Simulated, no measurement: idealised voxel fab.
Documented hereafter: the process module known as voxel gate over fins.
Square cells of 5 nm make up the cross-section cut, whose width is 200 nm.
Cross-section = grid of square cells, listed top down in bands; band = one or more rows.
Within each band entry, the heights of the top and of the bottom of the band appear first, in that order and in nm; the materials of the band then follow from left to right, each with its corresponding width in nm. The designation "full width" on a single material indicates that it fills the band from edge to edge; the designation "blank" indicates empty space.
Heights are expressed relative to 0, this being the level below which the as-received wafer comprises one material exclusively. The lowest band is unbounded in the downward direction and is denoted as in "z 0 and below".
Think of "30..40" as a width that walks from the first number to the second as you go down the band, top row to bottom row, taking equal-sized steps from row to row.
Key: "nothing changed" - step with no changed cell in the cross-section.
"Closed void list": sealed empty spaces, 8 cells or more, no open way to top, listed width x height at distance, with distance from the left edge and width, height and distance in nm.
Anything after a step's settings on that line? It's the simulator's own note about the step.
On any step carrying a mask, the "overlay nm" setting, if present on the step's line, tells how far right of its planned place the mask lay; negative values point to the left.
Planned step list for the process:
1. RECEIVE, material Si
2. CONFORMAL_DEP, material SiN, thk nm 5
3. PATTERN, tone cover, mask id FINS, material resist, width nm 15, pitch nm 50, thk nm 15, overlay nm 0
4. DIRECTIONAL_ETCH, etch materials SiN, depth nm 5
5. DIRECTIONAL_ETCH, etch materials Si, depth nm 30
6. STRIP, etch materials resist
7. FILL_DEP, material SiO2, thk nm 15
8. CMP, height nm 5
9. MASKED_ETCH, tone open, mask id RAIL, width nm 15, etch materials SiO2, depth nm 30, overlay nm 0
10. CONFORMAL_DEP, material TiN, thk nm 5
11. FILL_DEP, material W, thk nm 5
12. CMP, height nm 5
13. SELECTIVE_ETCH, etch materials W Ru TiN, depth nm 25
14. FILL_DEP, material SiO2, thk nm 5
15. CMP, height nm 5
16. SELECTIVE_ETCH, etch materials SiO2, depth nm 15
17. STRIP, etch materials SiN
18. CONFORMAL_DEP, material HfO2, thk nm 5
19. CONFORMAL_DEP, material TiN, thk nm 5
20. FILL_DEP, material W, thk nm 15
21. CMP, height nm 20
22. CONFORMAL_DEP, material SiN, thk nm 5
So, the first of our two wafers, run just as we planned it:
Received-state cross-section, reflecting completion of step 1:
- z 0 and below  Si full width
- Closed void list: none
After step 2: wafer cross-section:
- z 5 to 0  SiN full width
- All layers under 0 are left as they were.
After step 3: wafer cross-section:
- z 20 to 5  15 of blank / 15 of resist / 35 of blank / 15 of resist / 35 of blank / 15 of resist / 35 of blank / 15 of resist / 20 of blank
- All layers under 5 are left as they were.
After step 4: wafer cross-section:
- z 20 to 5  15 of blank / 15 of resist / 35 of blank / 15 of resist / 35 of blank / 15 of resist / 35 of blank / 15 of resist / 20 of blank
- z 5 to 0  15 of blank / 15 of SiN / 35 of blank / 15 of SiN / 35 of blank / 15 of SiN / 35 of blank / 15 of SiN / 20 of blank
- All layers under 0 are left as they were.
After step 5: wafer cross-section:
- z 20 to 5  15 of blank / 15 of resist / 35 of blank / 15 of resist / 35 of blank / 15 of resist / 35 of blank / 15 of resist / 20 of blank
- z 5 to 0  15 of blank / 15 of SiN / 35 of blank / 15 of SiN / 35 of blank / 15 of SiN / 35 of blank / 15 of SiN / 20 of blank
- z 0 to -30  15 of blank / 15 of Si / 35 of blank / 15 of Si / 35 of blank / 15 of Si / 35 of blank / 15 of Si / 20 of blank
- All layers under -30 are left as they were.
After step 6: wafer cross-section:
- z 5 to 0  15 of blank / 15 of SiN / 35 of blank / 15 of SiN / 35 of blank / 15 of SiN / 35 of blank / 15 of SiN / 20 of blank
- All layers under 0 are left as they were.
After step 7: wafer cross-section:
- z 20 to 5  SiO2 full width
- z 5 to 0  15 of SiO2 / 15 of SiN / 35 of SiO2 / 15 of SiN / 35 of SiO2 / 15 of SiN / 35 of SiO2 / 15 of SiN / 20 of SiO2
- z 0 to -30  15 of SiO2 / 15 of Si / 35 of SiO2 / 15 of Si / 35 of SiO2 / 15 of Si / 35 of SiO2 / 15 of Si / 20 of SiO2
- All layers under -30 are left as they were.
After step 8: wafer cross-section:
- z 5 to 0  15 of SiO2 / 15 of SiN / 35 of SiO2 / 15 of SiN / 35 of SiO2 / 15 of SiN / 35 of SiO2 / 15 of SiN / 20 of SiO2
- All layers under 0 are left as they were.
After step 9: wafer cross-section:
- z 5 to 0  15 of SiO2 / 15 of SiN / 10 of SiO2 / 15 of blank / 10 of SiO2 / 15 of SiN / 35 of SiO2 / 15 of SiN / 35 of SiO2 / 15 of SiN / 20 of SiO2
- z 0 to -25  15 of SiO2 / 15 of Si / 10 of SiO2 / 15 of blank / 10 of SiO2 / 15 of Si / 35 of SiO2 / 15 of Si / 35 of SiO2 / 15 of Si / 20 of SiO2
- All layers under -25 are left as they were.
After step 10: wafer cross-section:
- z 10 to 5  45 of TiN / 5 of blank / 150 of TiN
- z 5 to 0  15 of SiO2 / 15 of SiN / 10 of SiO2 / 5 of TiN / 5 of blank / 5 of TiN / 10 of SiO2 / 15 of SiN / 35 of SiO2 / 15 of SiN / 35 of SiO2 / 15 of SiN / 20 of SiO2
- z 0 to -20  15 of SiO2 / 15 of Si / 10 of SiO2 / 5 of TiN / 5 of blank / 5 of TiN / 10 of SiO2 / 15 of Si / 35 of SiO2 / 15 of Si / 35 of SiO2 / 15 of Si / 20 of SiO2
- z -20 to -25  15 of SiO2 / 15 of Si / 10 of SiO2 / 15 of TiN / 10 of SiO2 / 15 of Si / 35 of SiO2 / 15 of Si / 35 of SiO2 / 15 of Si / 20 of SiO2
- All layers under -25 are left as they were.
After step 11: wafer cross-section:
- z 15 to 10  W full width
- z 10 to 5  45 of TiN / 5 of W / 150 of TiN
- z 5 to 0  15 of SiO2 / 15 of SiN / 10 of SiO2 / 5 of TiN / 5 of W / 5 of TiN / 10 of SiO2 / 15 of SiN / 35 of SiO2 / 15 of SiN / 35 of SiO2 / 15 of SiN / 20 of SiO2
- z 0 to -20  15 of SiO2 / 15 of Si / 10 of SiO2 / 5 of TiN / 5 of W / 5 of TiN / 10 of SiO2 / 15 of Si / 35 of SiO2 / 15 of Si / 35 of SiO2 / 15 of Si / 20 of SiO2
- All layers under -20 are left as they were.
After step 12: wafer cross-section:
- z 5 to 0  15 of SiO2 / 15 of SiN / 10 of SiO2 / 5 of TiN / 5 of W / 5 of TiN / 10 of SiO2 / 15 of SiN / 35 of SiO2 / 15 of SiN / 35 of SiO2 / 15 of SiN / 20 of SiO2
- All layers under 0 are left as they were.
After step 13: wafer cross-section:
- z 5 to 0  15 of SiO2 / 15 of SiN / 10 of SiO2 / 15 of blank / 10 of SiO2 / 15 of SiN / 35 of SiO2 / 15 of SiN / 35 of SiO2 / 15 of SiN / 20 of SiO2
- z 0 to -20  15 of SiO2 / 15 of Si / 10 of SiO2 / 15 of blank / 10 of SiO2 / 15 of Si / 35 of SiO2 / 15 of Si / 35 of SiO2 / 15 of Si / 20 of SiO2
- All layers under -20 are left as they were.
After step 14: wafer cross-section:
- z 10 to 5  SiO2 full width
- z 5 to 0  15 of SiO2 / 15 of SiN / 35 of SiO2 / 15 of SiN / 35 of SiO2 / 15 of SiN / 35 of SiO2 / 15 of SiN / 20 of SiO2
- z 0 to -20  15 of SiO2 / 15 of Si / 35 of SiO2 / 15 of Si / 35 of SiO2 / 15 of Si / 35 of SiO2 / 15 of Si / 20 of SiO2
- All layers under -20 are left as they were.
After step 15: wafer cross-section:
- z 5 to 0  15 of SiO2 / 15 of SiN / 35 of SiO2 / 15 of SiN / 35 of SiO2 / 15 of SiN / 35 of SiO2 / 15 of SiN / 20 of SiO2
- All layers under 0 are left as they were.
After step 16: wafer cross-section:
- z 5 to 0  15 of blank / 15 of SiN / 35 of blank / 15 of SiN / 35 of blank / 15 of SiN / 35 of blank / 15 of SiN / 20 of blank
- z 0 to -10  15 of blank / 15 of Si / 35 of blank / 15 of Si / 35 of blank / 15 of Si / 35 of blank / 15 of Si / 20 of blank
- All layers under -10 are left as they were.
After step 17: wafer cross-section:
- z 0 to -10  15 of blank / 15 of Si / 35 of blank / 15 of Si / 35 of blank / 15 of Si / 35 of blank / 15 of Si / 20 of blank
- All layers under -10 are left as they were.
After step 18: wafer cross-section:
- z 5 to 0  10 of blank / 25 of HfO2 / 25 of blank / 25 of HfO2 / 25 of blank / 25 of HfO2 / 25 of blank / 25 of HfO2 / 15 of blank
- z 0 to -5  10 of blank / 5 of HfO2 / 15 of Si / 5 of HfO2 / 25 of blank / 5 of HfO2 / 15 of Si / 5 of HfO2 / 25 of blank / 5 of HfO2 / 15 of Si / 5 of HfO2 / 25 of blank / 5 of HfO2 / 15 of Si / 5 of HfO2 / 15 of blank
- z -5 to -10  15 of HfO2 / 15 of Si / 35 of HfO2 / 15 of Si / 35 of HfO2 / 15 of Si / 35 of HfO2 / 15 of Si / 20 of HfO2
- All layers under -10 are left as they were.
After step 19: wafer cross-section:
- z 10 to 5  5 of blank / 35 of TiN / 15 of blank / 35 of TiN / 15 of blank / 35 of TiN / 15 of blank / 35 of TiN / 10 of blank
- z 5 to 0  5 of blank / 5 of TiN / 25 of HfO2 / 5 of TiN / 15 of blank / 5 of TiN / 25 of HfO2 / 5 of TiN / 15 of blank / 5 of TiN / 25 of HfO2 / 5 of TiN / 15 of blank / 5 of TiN / 25 of HfO2 / 5 of TiN / 10 of blank
- z 0 to -5  10 of TiN / 5 of HfO2 / 15 of Si / 5 of HfO2 / 25 of TiN / 5 of HfO2 / 15 of Si / 5 of HfO2 / 25 of TiN / 5 of HfO2 / 15 of Si / 5 of HfO2 / 25 of TiN / 5 of HfO2 / 15 of Si / 5 of HfO2 / 15 of TiN
- All layers under -5 are left as they were.
After step 20: wafer cross-section:
- z 25 to 10  W full width
- z 10 to 5  5 of W / 35 of TiN / 15 of W / 35 of TiN / 15 of W / 35 of TiN / 15 of W / 35 of TiN / 10 of W
- z 5 to 0  5 of W / 5 of TiN / 25 of HfO2 / 5 of TiN / 15 of W / 5 of TiN / 25 of HfO2 / 5 of TiN / 15 of W / 5 of TiN / 25 of HfO2 / 5 of TiN / 15 of W / 5 of TiN / 25 of HfO2 / 5 of TiN / 10 of W
- All layers under 0 are left as they were.
After step 21: wafer cross-section:
- z 20 to 10  W full width
- All layers under 10 are left as they were.
After step 22: wafer cross-section:
- z 25 to 20  SiN full width
- All layers under 20 are left as they were.
Wafer two of the pair: same origin, same plan, one error during the run; identical to wafer one up to and including step 17:
Cross-section of the second wafer at the time step 18 of the plan should have ended:
- z 5 to 0  10 of blank / 25 of Ru / 25 of blank / 25 of Ru / 25 of blank / 25 of Ru / 25 of blank / 25 of Ru / 15 of blank
- z 0 to -5  10 of blank / 5 of Ru / 15 of Si / 5 of Ru / 25 of blank / 5 of Ru / 15 of Si / 5 of Ru / 25 of blank / 5 of Ru / 15 of Si / 5 of Ru / 25 of blank / 5 of Ru / 15 of Si / 5 of Ru / 15 of blank
- z -5 to -10  15 of Ru / 15 of Si / 35 of Ru / 15 of Si / 35 of Ru / 15 of Si / 35 of Ru / 15 of Si / 20 of Ru
- All layers under -10 are left as they were.
Cross-section of the second wafer at the time step 19 of the plan should have ended:
- z 10 to 5  5 of blank / 35 of TiN / 15 of blank / 35 of TiN / 15 of blank / 35 of TiN / 15 of blank / 35 of TiN / 10 of blank
- z 5 to 0  5 of blank / 5 of TiN / 25 of Ru / 5 of TiN / 15 of blank / 5 of TiN / 25 of Ru / 5 of TiN / 15 of blank / 5 of TiN / 25 of Ru / 5 of TiN / 15 of blank / 5 of TiN / 25 of Ru / 5 of TiN / 10 of blank
- z 0 to -5  10 of TiN / 5 of Ru / 15 of Si / 5 of Ru / 25 of TiN / 5 of Ru / 15 of Si / 5 of Ru / 25 of TiN / 5 of Ru / 15 of Si / 5 of Ru / 25 of TiN / 5 of Ru / 15 of Si / 5 of Ru / 15 of TiN
- All layers under -5 are left as they were.
Cross-section of the second wafer at the time step 20 of the plan should have ended:
- z 25 to 10  W full width
- z 10 to 5  5 of W / 35 of TiN / 15 of W / 35 of TiN / 15 of W / 35 of TiN / 15 of W / 35 of TiN / 10 of W
- z 5 to 0  5 of W / 5 of TiN / 25 of Ru / 5 of TiN / 15 of W / 5 of TiN / 25 of Ru / 5 of TiN / 15 of W / 5 of TiN / 25 of Ru / 5 of TiN / 15 of W / 5 of TiN / 25 of Ru / 5 of TiN / 10 of W
- All layers under 0 are left as they were.
Cross-section of the second wafer at the time step 21 of the plan should have ended:
- z 20 to 10  W full width
- All layers under 10 are left as they were.
Cross-section of the second wafer at the time step 22 of the plan should have ended:
- z 25 to 20  SiN full width
- All layers under 20 are left as they were.
In executing the process, a mistake was made relative to the plan: step 18 did not use the planned setting and instead ran as CONFORMAL_DEP, material Ru, thk nm 5
Looking at both finished wafers in cells, the second ends up ahead of or behind the first on some materials: HfO2 -56, Ru +56
